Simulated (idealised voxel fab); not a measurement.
The following is a process module called voxel capacitor over wiring.
The width of the displayed cross-section, cut, is 155 nm; its cells are square, with a size of 5 nm.
Cross-sections here: square-cell grids, written as top-down lists of bands, a band being one or more rows of cells.
Band: top height; bottom height; in nm. Then, left to right: material with width in nm, for each material. "everywhere": a single material spanning edge to edge. "air": empty space.
Heads up on the height convention: 0 is the point under which the incoming wafer is all one material, and the lowest band has no bottom, it just keeps going down, like "0 down".
Note: "30..40" means the width goes from the first number (top row of the band) to the second number (bottom row) in equal steps per row of cells.
When a step is marked "nothing changed", none of the cells in the cross-section changed during that step.
Closed void listing: empty space of 8 cells or more with no open way to the top, each as width x height at its distance from the left edge, in nm
after a step's settings: what the simulator itself notes on the step
A step's line can hold "overlay nm"; with a mask on that step, the setting says how far right of the planned place the mask lay, while a negative setting says it lay to the left.

**These are the steps we planned for the process**
1: RECEIVE with material Si
2: CONFORMAL_DEP with material SiO2, thk nm 15
3: CONFORMAL_DEP with material SiN, thk nm 5
4: DIRECTIONAL_DEP with material SiO2, thk nm 15
5: PATTERN with tone open, mask id METAL_1, material resist, width nm 30, pitch nm 85, thk nm 20, overlay nm 0
6: DIRECTIONAL_ETCH with etch materials SiO2, depth nm 15
7: DIRECTIONAL_ETCH with etch materials SiN, depth nm 5
8: STRIP with etch materials resist
9: CONFORMAL_DEP with material TiN, thk nm 5
10: FILL_DEP with material W, thk nm 10
11: CMP with height nm 35
12: CONFORMAL_DEP with material SiCN, thk nm 5
13: DIRECTIONAL_DEP with material SiO2, thk nm 10
14: DIRECTIONAL_DEP with material aC, thk nm 15
15: PATTERN with tone open, mask id PLUG_1, material resist, width nm 15, thk nm 30, overlay nm 0
16: DIRECTIONAL_ETCH with etch materials aC, depth nm 15
17: STRIP with etch materials resist
18: DIRECTIONAL_ETCH with etch materials SiO2, depth nm 10
19: DIRECTIONAL_ETCH with etch materials SiCN, depth nm 5
20: STRIP with etch materials aC
21: EPI with material Ru, thk nm 10
22: EPI with material Ru, thk nm 5
23: DIRECTIONAL_DEP with material TiN, thk nm 10
24: DIRECTIONAL_DEP with material Al2O3, thk nm 5
25: DIRECTIONAL_DEP with material TiN, thk nm 5
26: MASKED_ETCH with tone cover, mask id UPPER_PLATE, width nm 60, etch materials TiN, depth nm 5, overlay nm 0
27: MASKED_ETCH with tone cover, mask id UPPER_PLATE, width nm 60, etch materials Al2O3, depth nm 5, overlay nm 0
28: PATTERN with tone cover, mask id LOWER_PLATE, material resist, width nm 70, thk nm 20, overlay nm 0
29: DIRECTIONAL_ETCH with etch materials TiN, depth nm 10
30: STRIP with etch materials resist
31: FILL_DEP with material SiO2, thk nm 20
32: CMP with height nm 85
33: PATTERN with tone open, mask id PLUG_2, material resist, width nm 15, thk nm 15, overlay nm 0
34: DIRECTIONAL_ETCH with etch materials SiO2, depth nm 15
35: STRIP with etch materials resist
36: CONFORMAL_DEP with material TiN, thk nm 5
37: FILL_DEP with material Ru, thk nm 5
38: CMP with height nm 85
39: CONFORMAL_DEP with material SiCN, thk nm 5

**Delivered wafer in cross-section: state after step 1**
* 0 down: Si everywhere
* Closed void listing: none

**End-of-module cross-section. Starting structure and process plan as above; one mistake made in running it**
* 90 to 85: SiCN everywhere
* 85 to 75: SiO2 (45) / TiN (5) / Ru (5) / TiN (5) / SiO2 (95)
* 75 to 70: SiO2 (45) / TiN (15) / SiO2 (95)
* 70 to 65: SiO2 everywhere
* 65 to 60: SiO2 (35) / TiN (60) / SiO2 (60)
* 60 to 50: SiO2 (30) / TiN (70) / SiO2 (55)
* 50 to 40: SiO2 (35) / Ru (15) / SiO2 (105)
* 40 to 35: SiCN (35) / Ru (15) / SiCN (105)
* 35 to 20: SiO2 (20) / TiN (5) / W (20) / TiN (5) / SiO2 (55) / TiN (5) / W (20) / TiN (5) / SiO2 (20)
* 20 to 15: SiN (20) / TiN (30) / SiN (55) / TiN (30) / SiN (20)
* 15 to 0: SiO2 everywhere
* 0 down: Si everywhere
* Closed void listing: none
Deviation from plan: step 24 of the plan did not run at all; it was left out
